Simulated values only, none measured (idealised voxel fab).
The following process module bears the name voxel ribs on slabs.
Xsec cut, 285 nm wide, square cell size 5 nm.
In this document a cross-section is written as a grid of square cells. It is given as a series of bands, listed from the top down, and a band is one or more rows of cells.
Top height, bottom height, nm. Materials left to right, width each, nm. Single material + "all across" = fills band edge to edge. "air" = empty.
Counting heights begins at 0, where everything beneath is, in the wafer as received, one material. The lowest band has no bottom; it goes on downwards, as "0 -> down" shows.
The two numbers in a width such as "30..40" mark its ends across the band: the first belongs to the top row of cells, the second to the bottom row, and from each row to the next the width moves by the same amount.
Step marked "stayed the same"? Then no cell in the cross-section changed in it.
Listed in "Closed empty spaces": every empty space of 8 or more cells without an open way to the top. Form: width x height at distance, the distance being from the left edge, all in nm.
Anything after a step's settings on that line? It's the simulator's own note about the step.
On any step carrying a mask, the "overlay nm" setting, if present on the step's line, tells how far right of its planned place the mask lay; negative values point to the left.

[Planned process steps]
step 1: RECEIVE [material Si]
step 2: DIRECTIONAL_DEP [material SiO2] [thk nm 20]
step 3: DIRECTIONAL_DEP [material polySi] [thk nm 25]
step 4: PATTERN [tone cover] [mask id RIB] [material resist] [width nm 30] [thk nm 15] [overlay nm 0]
step 5: DIRECTIONAL_ETCH [etch materials polySi] [depth nm 10]
step 6: STRIP [etch materials resist]
step 7: DIRECTIONAL_DEP [material aC] [thk nm 10]
step 8: PATTERN [tone cover] [mask id SLAB] [material resist] [width nm 90] [thk nm 30] [overlay nm 0]
step 9: DIRECTIONAL_ETCH [etch materials aC] [depth nm 10]
step 10: STRIP [etch materials resist]
step 11: DIRECTIONAL_ETCH [etch materials polySi] [depth nm 15]
step 12: STRIP [etch materials aC]
step 13: FILL_DEP [material SiO2] [thk nm 20]
step 14: CMP [height nm 60]
step 15: DIRECTIONAL_DEP [material W] [thk nm 5]
step 16: MASKED_ETCH [tone cover] [mask id HEATER] [width nm 40] [etch materials W] [depth nm 5] [overlay nm 0]
step 17: CONFORMAL_DEP [material SiO2] [thk nm 10]

[Cross-section of the wafer upon arrival, representing the state reached after step 1]
  0 -> down = Si all across
  Closed empty spaces: none

[End-of-module XS, first of two wafers, run as planned]
  75 -> 70 = air=110  SiO2=60  air=115
  70 -> 65 = SiO2 all across
  65 -> 60 = SiO2=120  W=40  SiO2=125
  60 -> 45 = SiO2 all across
  45 -> 35 = SiO2=125  polySi=30  SiO2=130
  35 -> 20 = SiO2=95  polySi=90  SiO2=100
  20 -> 0 = SiO2 all across
  0 -> down = Si all across
  Closed empty spaces: none

[Now the second wafer, cross-sectioned at the end of the module. Nothing different at the start, nothing different in the plan compared with the first, just one mistake when it was actually run]
  75 -> 70 = SiO2=130  air=20  SiO2=135
  70 -> 65 = SiO2 all across
  65 -> 60 = W=120  SiO2=40  W=125
  60 -> 45 = SiO2 all across
  45 -> 35 = SiO2=125  polySi=30  SiO2=130
  35 -> 20 = SiO2=95  polySi=90  SiO2=100
  20 -> 0 = SiO2 all across
  0 -> down = Si all across
  Closed empty spaces: none
Where did the run depart from the plan? step 16 did not use the planned setting and instead ran as MASKED_ETCH [tone open] [mask id HEATER] [width nm 40] [etch materials W] [depth nm 5] [overlay nm 0]
Per the end-of-run cell counts, the second wafer holds more or fewer of some materials than the first: W +41
